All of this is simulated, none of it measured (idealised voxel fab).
The following process module bears the name voxel wiring stack.
Pictured: cross-section cut, 255 nm wide, on a grid of 5 nm square cells.
Cross-section spec: square-cell grid; bands listed top down; each band is one or more rows. Within each band entry, the heights of the top and of the bottom of the band appear first, in that order and in nm; the materials of the band then follow from left to right, each with its corresponding width in nm. The designation "all across" on a single material indicates that it fills the band from edge to edge; the designation "air" indicates empty space. Zero point of the height axis is 0; under it, received wafer = one material. Lowest band: continues down indefinitely, "top 0, no bottom". The notation "30->40" denotes a width that varies across the rows of cells in the band, beginning at the first number in the top row, finishing at the second number in the bottom row, and changing by an identical amount from each row to the next. The designation "remains unaltered", where it is given for a processing step, indicates that no cell of the cross-section was altered in the course of that step. Voids not open to the top, 8 cells minimum: see "Voids, sealed". Written width x height at distance; distance is from the left edge; nm. Post-settings text on a step line: simulator's own remark regarding the step. What "overlay nm" on a step's line means: if the step has a mask, that mask lay this far to the right of its planned place, or, when the value is negative, to the left.

### Process steps (planned)
1 RECEIVE | material Si
2 CONFORMAL_DEP | material SiO2 | thk nm 15
3 CONFORMAL_DEP | material SiCN | thk nm 5
4 DIRECTIONAL_DEP | material lowk | thk nm 15
5 DIRECTIONAL_DEP | material aC | thk nm 15
6 PATTERN | tone open | mask id METAL_1 | material resist | width nm 25 | pitch nm 50 | thk nm 30 | overlay nm 0
7 DIRECTIONAL_ETCH | etch materials aC | depth nm 15
8 STRIP | etch materials resist
9 DIRECTIONAL_ETCH | etch materials lowk | depth nm 15
10 DIRECTIONAL_ETCH | etch materials SiCN | depth nm 5
11 STRIP | etch materials aC
12 CONFORMAL_DEP | material TiN | thk nm 5
13 FILL_DEP | material Cu | thk nm 5
14 CMP | height nm 35
15 CONFORMAL_DEP | material SiCN | thk nm 5
16 DIRECTIONAL_DEP | material lowk | thk nm 15
17 DIRECTIONAL_DEP | material aC | thk nm 15
18 PATTERN | tone open | mask id PLUG_1 | material resist | width nm 15 | pitch nm 50 | thk nm 35 | overlay nm 0
19 DIRECTIONAL_ETCH | etch materials aC | depth nm 15
20 STRIP | etch materials resist
21 DIRECTIONAL_ETCH | etch materials lowk | depth nm 15
22 DIRECTIONAL_ETCH | etch materials SiCN | depth nm 5
23 STRIP | etch materials aC
24 EPI | material Ru | thk nm 10
25 EPI | material Ru | thk nm 10
26 CONFORMAL_DEP | material SiN | thk nm 5
27 DIRECTIONAL_DEP | material lowk | thk nm 15
28 MASKED_ETCH | tone open | mask id METAL_2 | width nm 25 | pitch nm 50 | etch materials lowk | depth nm 15 | overlay nm 0
29 MASKED_ETCH | tone open | mask id METAL_2 | width nm 25 | pitch nm 50 | etch materials SiN | depth nm 5 | overlay nm 0
30 CONFORMAL_DEP | material TiN | thk nm 5
31 FILL_DEP | material W | thk nm 5
32 CMP | height nm 75
33 CONFORMAL_DEP | material SiCN | thk nm 5
34 DIRECTIONAL_DEP | material SiO2 | thk nm 15
35 PATTERN | tone open | mask id PLUG_2 | material resist | width nm 15 | pitch nm 50 | thk nm 15 | overlay nm 0
36 DIRECTIONAL_ETCH | etch materials SiO2 | depth nm 15
37 DIRECTIONAL_ETCH | etch materials SiCN | depth nm 5
38 STRIP | etch materials resist
39 EPI | material Ru | thk nm 10
40 EPI | material Ru | thk nm 10
41 DIRECTIONAL_DEP | material TiN | thk nm 5
42 DIRECTIONAL_DEP | material W | thk nm 15
43 DIRECTIONAL_DEP | material aC | thk nm 10
44 PATTERN | tone cover | mask id METAL_3 | material resist | width nm 25 | pitch nm 50 | thk nm 25 | overlay nm 0
45 DIRECTIONAL_ETCH | etch materials aC | depth nm 10
46 STRIP | etch materials resist
47 DIRECTIONAL_ETCH | etch materials W | depth nm 15
48 DIRECTIONAL_ETCH | etch materials TiN | depth nm 5
49 STRIP | etch materials aC
50 CONFORMAL_DEP | material SiCN | thk nm 5
51 FILL_DEP | material SiO2 | thk nm 10
52 CMP | height nm 115
53 CONFORMAL_DEP | material SiCN | thk nm 5

### First wafer of two (run as planned)

### Cross-section of the wafer at receipt, which is the condition after step 1
top 0, no bottom | Si all across
Voids, sealed: none

### Step 2 complete: cross-section through the wafer
top 15, bottom 0 | SiO2 all across
Under the height 0 nothing was changed.

### Step 3 complete: cross-section through the wafer
top 20, bottom 15 | SiCN all across
Under the height 15 nothing was changed.

### Step 4 complete: cross-section through the wafer
top 35, bottom 20 | lowk all across
Under the height 20 nothing was changed.

### Step 5 complete: cross-section through the wafer
top 50, bottom 35 | aC all across
Under the height 35 nothing was changed.

### Step 6 complete: cross-section through the wafer
top 80, bottom 50 | 90 resist / 25 air / 25 resist / 25 air / 90 resist
Under the height 50 nothing was changed.

### Step 7 complete: cross-section through the wafer
top 65, bottom 50 | 90 resist / 25 air / 25 resist / 25 air / 90 resist
top 50, bottom 35 | 90 aC / 25 air / 25 aC / 25 air / 90 aC
Under the height 35 nothing was changed.

### Step 8 complete: cross-section through the wafer
top 50, bottom 35 | 90 aC / 25 air / 25 aC / 25 air / 90 aC
Under the height 35 nothing was changed.

### Step 9 complete: cross-section through the wafer
top 50, bottom 35 | 90 aC / 25 air / 25 aC / 25 air / 90 aC
top 35, bottom 20 | 90 lowk / 25 air / 25 lowk / 25 air / 90 lowk
Under the height 20 nothing was changed.

### Step 10 complete: cross-section through the wafer
top 50, bottom 35 | 90 aC / 25 air / 25 aC / 25 air / 90 aC
top 35, bottom 20 | 90 lowk / 25 air / 25 lowk / 25 air / 90 lowk
top 20, bottom 15 | 90 SiCN / 25 air / 25 SiCN / 25 air / 90 SiCN
Under the height 15 nothing was changed.

### Step 11 complete: cross-section through the wafer
top 35, bottom 20 | 90 lowk / 25 air / 25 lowk / 25 air / 90 lowk
Under the height 20 nothing was changed.

### Step 12 complete: cross-section through the wafer
top 40, bottom 35 | 95 TiN / 15 air / 35 TiN / 15 air / 95 TiN
top 35, bottom 20 | 90 lowk / 5 TiN / 15 air / 5 TiN / 25 lowk / 5 TiN / 15 air / 5 TiN / 90 lowk
top 20, bottom 15 | 90 SiCN / 25 TiN / 25 SiCN / 25 TiN / 90 SiCN
Under the height 15 nothing was changed.

### Step 13 complete: cross-section through the wafer
top 45, bottom 40 | Cu all across
top 40, bottom 35 | 95 TiN / 15 Cu / 35 TiN / 15 Cu / 95 TiN
top 35, bottom 20 | 90 lowk / 5 TiN / 15 Cu / 5 TiN / 25 lowk / 5 TiN / 15 Cu / 5 TiN / 90 lowk
Under the height 20 nothing was changed.

### Step 14 complete: cross-section through the wafer
top 35, bottom 20 | 90 lowk / 5 TiN / 15 Cu / 5 TiN / 25 lowk / 5 TiN / 15 Cu / 5 TiN / 90 lowk
Under the height 20 nothing was changed.

### Step 15 complete: cross-section through the wafer
top 40, bottom 35 | SiCN all across
Under the height 35 nothing was changed.

### Step 16 complete: cross-section through the wafer
top 55, bottom 40 | lowk all across
Under the height 40 nothing was changed.

### Step 17 complete: cross-section through the wafer
top 70, bottom 55 | aC all across
Under the height 55 nothing was changed.

### Step 18 complete: cross-section through the wafer
top 105, bottom 70 | 90 resist / 15 air / 35 resist / 15 air / 100 resist
Under the height 70 nothing was changed.

### Step 19 complete: cross-section through the wafer
top 90, bottom 70 | 90 resist / 15 air / 35 resist / 15 air / 100 resist
top 70, bottom 55 | 90 aC / 15 air / 35 aC / 15 air / 100 aC
Under the height 55 nothing was changed.

### Step 20 complete: cross-section through the wafer
top 70, bottom 55 | 90 aC / 15 air / 35 aC / 15 air / 100 aC
Under the height 55 nothing was changed.

### Step 21 complete: cross-section through the wafer
top 70, bottom 55 | 90 aC / 15 air / 35 aC / 15 air / 100 aC
top 55, bottom 40 | 90 lowk / 15 air / 35 lowk / 15 air / 100 lowk
Under the height 40 nothing was changed.

### Step 22 complete: cross-section through the wafer
top 70, bottom 55 | 90 aC / 15 air / 35 aC / 15 air / 100 aC
top 55, bottom 40 | 90 lowk / 15 air / 35 lowk / 15 air / 100 lowk
top 40, bottom 35 | 90 SiCN / 15 air / 35 SiCN / 15 air / 100 SiCN
Under the height 35 nothing was changed.

### Step 23 complete: cross-section through the wafer
top 55, bottom 40 | 90 lowk / 15 air / 35 lowk / 15 air / 100 lowk
Under the height 40 nothing was changed.

### Step 24 complete: cross-section through the wafer
top 55, bottom 45 | 90 lowk / 15 air / 35 lowk / 15 air / 100 lowk
top 45, bottom 40 | 90 lowk / 15 Ru / 35 lowk / 15 Ru / 100 lowk
top 40, bottom 35 | 90 SiCN / 15 Ru / 35 SiCN / 15 Ru / 100 SiCN
Under the height 35 nothing was changed.

### Step 25 complete: cross-section through the wafer
top 55, bottom 40 | 90 lowk / 15 Ru / 35 lowk / 15 Ru / 100 lowk
Under the height 40 nothing was changed.

### Step 26 complete: cross-section through the wafer
top 60, bottom 55 | SiN all across
Under the height 55 nothing was changed.

### Step 27 complete: cross-section through the wafer
top 75, bottom 60 | lowk all across
Under the height 60 nothing was changed.

### Step 28 complete: cross-section through the wafer
top 75, bottom 60 | 90 lowk / 25 air / 25 lowk / 25 air / 90 lowk
Under the height 60 nothing was changed.

### Step 29 complete: cross-section through the wafer
top 75, bottom 60 | 90 lowk / 25 air / 25 lowk / 25 air / 90 lowk
top 60, bottom 55 | 90 SiN / 25 air / 25 SiN / 25 air / 90 SiN
Under the height 55 nothing was changed.

### Step 30 complete: cross-section through the wafer
top 80, bottom 75 | 95 TiN / 15 air / 35 TiN / 15 air / 95 TiN
top 75, bottom 60 | 90 lowk / 5 TiN / 15 air / 5 TiN / 25 lowk / 5 TiN / 15 air / 5 TiN / 90 lowk
top 60, bottom 55 | 90 SiN / 25 TiN / 25 SiN / 25 TiN / 90 SiN
Under the height 55 nothing was changed.

### Step 31 complete: cross-section through the wafer
top 85, bottom 80 | W all across
top 80, bottom 75 | 95 TiN / 15 W / 35 TiN / 15 W / 95 TiN
top 75, bottom 60 | 90 lowk / 5 TiN / 15 W / 5 TiN / 25 lowk / 5 TiN / 15 W / 5 TiN / 90 lowk
Under the height 60 nothing was changed.

### Step 32 complete: cross-section through the wafer
top 75, bottom 60 | 90 lowk / 5 TiN / 15 W / 5 TiN / 25 lowk / 5 TiN / 15 W / 5 TiN / 90 lowk
Under the height 60 nothing was changed.

### Step 33 complete: cross-section through the wafer
top 80, bottom 75 | SiCN all across
Under the height 75 nothing was changed.

### Step 34 complete: cross-section through the wafer
top 95, bottom 80 | SiO2 all across
Under the height 80 nothing was changed.

### Step 35 complete: cross-section through the wafer
top 110, bottom 95 | 90 resist / 15 air / 35 resist / 15 air / 100 resist
Under the height 95 nothing was changed.

### Step 36 complete: cross-section through the wafer
top 110, bottom 95 | 90 resist / 15 air / 35 resist / 15 air / 100 resist
top 95, bottom 80 | 90 SiO2 / 15 air / 35 SiO2 / 15 air / 100 SiO2
Under the height 80 nothing was changed.

### Step 37 complete: cross-section through the wafer
top 110, bottom 95 | 90 resist / 15 air / 35 resist / 15 air / 100 resist
top 95, bottom 80 | 90 SiO2 / 15 air / 35 SiO2 / 15 air / 100 SiO2
top 80, bottom 75 | 90 SiCN / 15 air / 35 SiCN / 15 air / 100 SiCN
Under the height 75 nothing was changed.

### Step 38 complete: cross-section through the wafer
top 95, bottom 80 | 90 SiO2 / 15 air / 35 SiO2 / 15 air / 100 SiO2
Under the height 80 nothing was changed.

### Step 39 complete: cross-section through the wafer
top 95, bottom 85 | 90 SiO2 / 15 air / 35 SiO2 / 15 air / 100 SiO2
top 85, bottom 80 | 90 SiO2 / 15 Ru / 35 SiO2 / 15 Ru / 100 SiO2
top 80, bottom 75 | 90 SiCN / 15 Ru / 35 SiCN / 15 Ru / 100 SiCN
Under the height 75 nothing was changed.

### Step 40 complete: cross-section through the wafer
top 95, bottom 80 | 90 SiO2 / 15 Ru / 35 SiO2 / 15 Ru / 100 SiO2
Under the height 80 nothing was changed.

### Step 41 complete: cross-section through the wafer
top 100, bottom 95 | TiN all across
Under the height 95 nothing was changed.

### Step 42 complete: cross-section through the wafer
top 115, bottom 100 | W all across
Under the height 100 nothing was changed.

### Step 43 complete: cross-section through the wafer
top 125, bottom 115 | aC all across
Under the height 115 nothing was changed.

### Step 44 complete: cross-section through the wafer
top 150, bottom 125 | 90 air / 25 resist / 25 air / 25 resist / 90 air
Under the height 125 nothing was changed.

### Step 45 complete: cross-section through the wafer
top 140, bottom 125 | 90 air / 25 resist / 25 air / 25 resist / 90 air
top 125, bottom 115 | 90 air / 25 aC / 25 air / 25 aC / 90 air
Under the height 115 nothing was changed.

### Step 46 complete: cross-section through the wafer
top 125, bottom 115 | 90 air / 25 aC / 25 air / 25 aC / 90 air
Under the height 115 nothing was changed.

### Step 47 complete: cross-section through the wafer
top 125, bottom 115 | 90 air / 25 aC / 25 air / 25 aC / 90 air
top 115, bottom 100 | 90 air / 25 W / 25 air / 25 W / 90 air
Under the height 100 nothing was changed.

### Step 48 complete: cross-section through the wafer
top 125, bottom 115 | 90 air / 25 aC / 25 air / 25 aC / 90 air
top 115, bottom 100 | 90 air / 25 W / 25 air / 25 W / 90 air
top 100, bottom 95 | 90 air / 25 TiN / 25 air / 25 TiN / 90 air
Under the height 95 nothing was changed.

### Step 49 complete: cross-section through the wafer
top 115, bottom 100 | 90 air / 25 W / 25 air / 25 W / 90 air
Under the height 100 nothing was changed.

### Step 50 complete: cross-section through the wafer
top 120, bottom 115 | 85 air / 35 SiCN / 15 air / 35 SiCN / 85 air
top 115, bottom 100 | 85 air / 5 SiCN / 25 W / 5 SiCN / 15 air / 5 SiCN / 25 W / 5 SiCN / 85 air
top 100, bottom 95 | 90 SiCN / 25 TiN / 25 SiCN / 25 TiN / 90 SiCN
Under the height 95 nothing was changed.

### Step 51 complete: cross-section through the wafer
top 130, bottom 120 | SiO2 all across
top 120, bottom 115 | 85 SiO2 / 35 SiCN / 15 SiO2 / 35 SiCN / 85 SiO2
top 115, bottom 100 | 85 SiO2 / 5 SiCN / 25 W / 5 SiCN / 15 SiO2 / 5 SiCN / 25 W / 5 SiCN / 85 SiO2
Under the height 100 nothing was changed.

### Step 52 complete: cross-section through the wafer
top 115, bottom 100 | 85 SiO2 / 5 SiCN / 25 W / 5 SiCN / 15 SiO2 / 5 SiCN / 25 W / 5 SiCN / 85 SiO2
Under the height 100 nothing was changed.

### Step 53 complete: cross-section through the wafer
top 120, bottom 115 | SiCN all across
Under the height 115 nothing was changed.

### Now the other wafer: same start, same recipe, but we messed up one thing when running it. Up to and including step 17 it's the same as the first one

### Second wafer, cross-section, planned end of step 18
top 105, bottom 70 | 100 resist / 15 air / 35 resist / 15 air / 90 resist
Under the height 70 nothing was changed.

### Second wafer, cross-section, planned end of step 19
top 90, bottom 70 | 100 resist / 15 air / 35 resist / 15 air / 90 resist
top 70, bottom 55 | 100 aC / 15 air / 35 aC / 15 air / 90 aC
Under the height 55 nothing was changed.

### Second wafer, cross-section, planned end of step 20
top 70, bottom 55 | 100 aC / 15 air / 35 aC / 15 air / 90 aC
Under the height 55 nothing was changed.

### Second wafer, cross-section, planned end of step 21
top 70, bottom 55 | 100 aC / 15 air / 35 aC / 15 air / 90 aC
top 55, bottom 40 | 100 lowk / 15 air / 35 lowk / 15 air / 90 lowk
Under the height 40 nothing was changed.

### Second wafer, cross-section, planned end of step 22
top 70, bottom 55 | 100 aC / 15 air / 35 aC / 15 air / 90 aC
top 55, bottom 40 | 100 lowk / 15 air / 35 lowk / 15 air / 90 lowk
top 40, bottom 35 | 100 SiCN / 15 air / 35 SiCN / 15 air / 90 SiCN
Under the height 35 nothing was changed.

### Second wafer, cross-section, planned end of step 23
top 55, bottom 40 | 100 lowk / 15 air / 35 lowk / 15 air / 90 lowk
Under the height 40 nothing was changed.

### Second wafer, cross-section, planned end of step 24
top 55, bottom 45 | 100 lowk / 15 air / 35 lowk / 15 air / 90 lowk
top 45, bottom 40 | 100 lowk / 15 Ru / 35 lowk / 15 Ru / 90 lowk
top 40, bottom 35 | 100 SiCN / 15 Ru / 35 SiCN / 15 Ru / 90 SiCN
Under the height 35 nothing was changed.

### Second wafer, cross-section, planned end of step 25
top 55, bottom 40 | 100 lowk / 15 Ru / 35 lowk / 15 Ru / 90 lowk
Under the height 40 nothing was changed.

### Second wafer, cross-section, planned end of step 26
top 60, bottom 55 | SiN all across
Under the height 55 nothing was changed.

### Second wafer, cross-section, planned end of step 27
top 75, bottom 60 | lowk all across
Under the height 60 nothing was changed.

### Second wafer, cross-section, planned end of step 28
top 75, bottom 60 | 90 lowk / 25 air / 25 lowk / 25 air / 90 lowk
Under the height 60 nothing was changed.

### Second wafer, cross-section, planned end of step 29
top 75, bottom 60 | 90 lowk / 25 air / 25 lowk / 25 air / 90 lowk
top 60, bottom 55 | 90 SiN / 25 air / 25 SiN / 25 air / 90 SiN
Under the height 55 nothing was changed.

### Second wafer, cross-section, planned end of step 30
top 80, bottom 75 | 95 TiN / 15 air / 35 TiN / 15 air / 95 TiN
top 75, bottom 60 | 90 lowk / 5 TiN / 15 air / 5 TiN / 25 lowk / 5 TiN / 15 air / 5 TiN / 90 lowk
top 60, bottom 55 | 90 SiN / 25 TiN / 25 SiN / 25 TiN / 90 SiN
Under the height 55 nothing was changed.

### Second wafer, cross-section, planned end of step 31
top 85, bottom 80 | W all across
top 80, bottom 75 | 95 TiN / 15 W / 35 TiN / 15 W / 95 TiN
top 75, bottom 60 | 90 lowk / 5 TiN / 15 W / 5 TiN / 25 lowk / 5 TiN / 15 W / 5 TiN / 90 lowk
Under the height 60 nothing was changed.

### Second wafer, cross-section, planned end of step 32
top 75, bottom 60 | 90 lowk / 5 TiN / 15 W / 5 TiN / 25 lowk / 5 TiN / 15 W / 5 TiN / 90 lowk
Under the height 60 nothing was changed.

### Second wafer, cross-section, planned end of step 33
top 80, bottom 75 | SiCN all across
Under the height 75 nothing was changed.

### Second wafer, cross-section, planned end of step 34
top 95, bottom 80 | SiO2 all across
Under the height 80 nothing was changed.

### Second wafer, cross-section, planned end of step 35
top 110, bottom 95 | 90 resist / 15 air / 35 resist / 15 air / 100 resist
Under the height 95 nothing was changed.

### Second wafer, cross-section, planned end of step 36
top 110, bottom 95 | 90 resist / 15 air / 35 resist / 15 air / 100 resist
top 95, bottom 80 | 90 SiO2 / 15 air / 35 SiO2 / 15 air / 100 SiO2
Under the height 80 nothing was changed.

### Second wafer, cross-section, planned end of step 37
top 110, bottom 95 | 90 resist / 15 air / 35 resist / 15 air / 100 resist
top 95, bottom 80 | 90 SiO2 / 15 air / 35 SiO2 / 15 air / 100 SiO2
top 80, bottom 75 | 90 SiCN / 15 air / 35 SiCN / 15 air / 100 SiCN
Under the height 75 nothing was changed.

### Second wafer, cross-section, planned end of step 38
top 95, bottom 80 | 90 SiO2 / 15 air / 35 SiO2 / 15 air / 100 SiO2
Under the height 80 nothing was changed.

### Second wafer, cross-section, planned end of step 39
top 95, bottom 85 | 90 SiO2 / 15 air / 35 SiO2 / 15 air / 100 SiO2
top 85, bottom 80 | 90 SiO2 / 15 Ru / 35 SiO2 / 15 Ru / 100 SiO2
top 80, bottom 75 | 90 SiCN / 15 Ru / 35 SiCN / 15 Ru / 100 SiCN
Under the height 75 nothing was changed.

### Second wafer, cross-section, planned end of step 40
top 95, bottom 80 | 90 SiO2 / 15 Ru / 35 SiO2 / 15 Ru / 100 SiO2
Under the height 80 nothing was changed.

### Second wafer, cross-section, planned end of step 41
top 100, bottom 95 | TiN all across
Under the height 95 nothing was changed.

### Second wafer, cross-section, planned end of step 42
top 115, bottom 100 | W all across
Under the height 100 nothing was changed.

### Second wafer, cross-section, planned end of step 43
top 125, bottom 115 | aC all across
Under the height 115 nothing was changed.

### Second wafer, cross-section, planned end of step 44
top 150, bottom 125 | 90 air / 25 resist / 25 air / 25 resist / 90 air
Under the height 125 nothing was changed.

### Second wafer, cross-section, planned end of step 45
top 140, bottom 125 | 90 air / 25 resist / 25 air / 25 resist / 90 air
top 125, bottom 115 | 90 air / 25 aC / 25 air / 25 aC / 90 air
Under the height 115 nothing was changed.

### Second wafer, cross-section, planned end of step 46
top 125, bottom 115 | 90 air / 25 aC / 25 air / 25 aC / 90 air
Under the height 115 nothing was changed.

### Second wafer, cross-section, planned end of step 47
top 125, bottom 115 | 90 air / 25 aC / 25 air / 25 aC / 90 air
top 115, bottom 100 | 90 air / 25 W / 25 air / 25 W / 90 air
Under the height 100 nothing was changed.

### Second wafer, cross-section, planned end of step 48
top 125, bottom 115 | 90 air / 25 aC / 25 air / 25 aC / 90 air
top 115, bottom 100 | 90 air / 25 W / 25 air / 25 W / 90 air
top 100, bottom 95 | 90 air / 25 TiN / 25 air / 25 TiN / 90 air
Under the height 95 nothing was changed.

### Second wafer, cross-section, planned end of step 49
top 115, bottom 100 | 90 air / 25 W / 25 air / 25 W / 90 air
Under the height 100 nothing was changed.

### Second wafer, cross-section, planned end of step 50
top 120, bottom 115 | 85 air / 35 SiCN / 15 air / 35 SiCN / 85 air
top 115, bottom 100 | 85 air / 5 SiCN / 25 W / 5 SiCN / 15 air / 5 SiCN / 25 W / 5 SiCN / 85 air
top 100, bottom 95 | 90 SiCN / 25 TiN / 25 SiCN / 25 TiN / 90 SiCN
Under the height 95 nothing was changed.

### Second wafer, cross-section, planned end of step 51
top 130, bottom 120 | SiO2 all across
top 120, bottom 115 | 85 SiO2 / 35 SiCN / 15 SiO2 / 35 SiCN / 85 SiO2
top 115, bottom 100 | 85 SiO2 / 5 SiCN / 25 W / 5 SiCN / 15 SiO2 / 5 SiCN / 25 W / 5 SiCN / 85 SiO2
Under the height 100 nothing was changed.

### Second wafer, cross-section, planned end of step 52
top 115, bottom 100 | 85 SiO2 / 5 SiCN / 25 W / 5 SiCN / 15 SiO2 / 5 SiCN / 25 W / 5 SiCN / 85 SiO2
Under the height 100 nothing was changed.

### Second wafer, cross-section, planned end of step 53
top 120, bottom 115 | SiCN all across
Under the height 115 nothing was changed.
What was the processing mistake? contrary to plan, step 18 was performed as PATTERN | tone open | mask id PLUG_1 | material resist | width nm 15 | pitch nm 50 | thk nm 35 | overlay nm 10
At the end, each material covers as many cells on the second wafer as it does on the first, though the cells it covers are elsewhere.
